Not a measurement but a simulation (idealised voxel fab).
Name of the process module below: voxel local oxidation
It is cross-section cut that appears here, measuring 170 nm in width, its square cells being 5 nm in size.
Just so we're on the same page, the cross-sections are grids of square cells, and they're listed out in bands top to bottom, each band one or more rows deep. For a band, the entry starts with two heights in nm, that of the top and then that of the bottom, and carries on with the band's materials in order from left to right, each alongside its width in nm; the word "all across" beside a single material means it fills the band edge to edge, and "empty" means empty space. Where do heights start? At 0: under that level the wafer as delivered is made of one material only. And the lowest band has no floor; it just carries on downward, as in "z 0 and below". A width given as "30->40" starts at the first number in the band's top row and ends at the second number in its bottom row, shifting by an equal amount at every step from row to row. The cross-section has no changed cell in any step marked "no change occurred". Reported under the label "Unvented cavities" are the empty spaces having no open way to the top and comprising 8 cells or more; the notation for each is width x height at distance, in which the distance is measured from the left edge and all three values are in nm. after a step's settings: what the simulator itself notes on the step. The optional step-line setting "overlay nm" applies to steps with a mask and quantifies how far to the right of its planned location the mask lay, a negative value indicating leftward placement.
STEPS IN THE PROCESS PLAN
1,RECEIVE: material Si
2,CONFORMAL_DEP: material SiO2, thk nm 5
3,CONFORMAL_DEP: material SiN, thk nm 15
4,DIRECTIONAL_DEP: material aC, thk nm 15
5,PATTERN: tone cover, mask id ACTIVE, material resist, width nm 100, thk nm 30, overlay nm 0
6,DIRECTIONAL_ETCH: etch materials aC, depth nm 15
7,STRIP: etch materials resist
8,DIRECTIONAL_ETCH: etch materials SiN, depth nm 15
9,STRIP: etch materials aC
10,SELECTIVE_ETCH: etch materials SiO2, depth nm 5
11,OXIDIZE: depth nm 10
12,STRIP: etch materials SiN
SO THIS IS THE INCOMING WAFER IN CROSS-SECTION - IT'S ALREADY BEEN THROUGH STEP 1
> z 0 and below  Si all across
> Unvented cavities: none
END-OF-MODULE CROSS-SECTION. STARTING STRUCTURE AND PROCESS PLAN AS ABOVE; ONE MISTAKE MADE IN RUNNING IT
> z 5 to 0  empty 50 / SiO2 90 / empty 30
> z 0 to -10  SiO2 60 / Si 70 / SiO2 40
> z -10 and below  Si all across
> Unvented cavities: none
Heads up, the wafer didn't run the way we planned it: step 5 was not run as planned; what actually ran was PATTERN: tone cover, mask id ACTIVE, material resist, width nm 100, thk nm 30, overlay nm 10
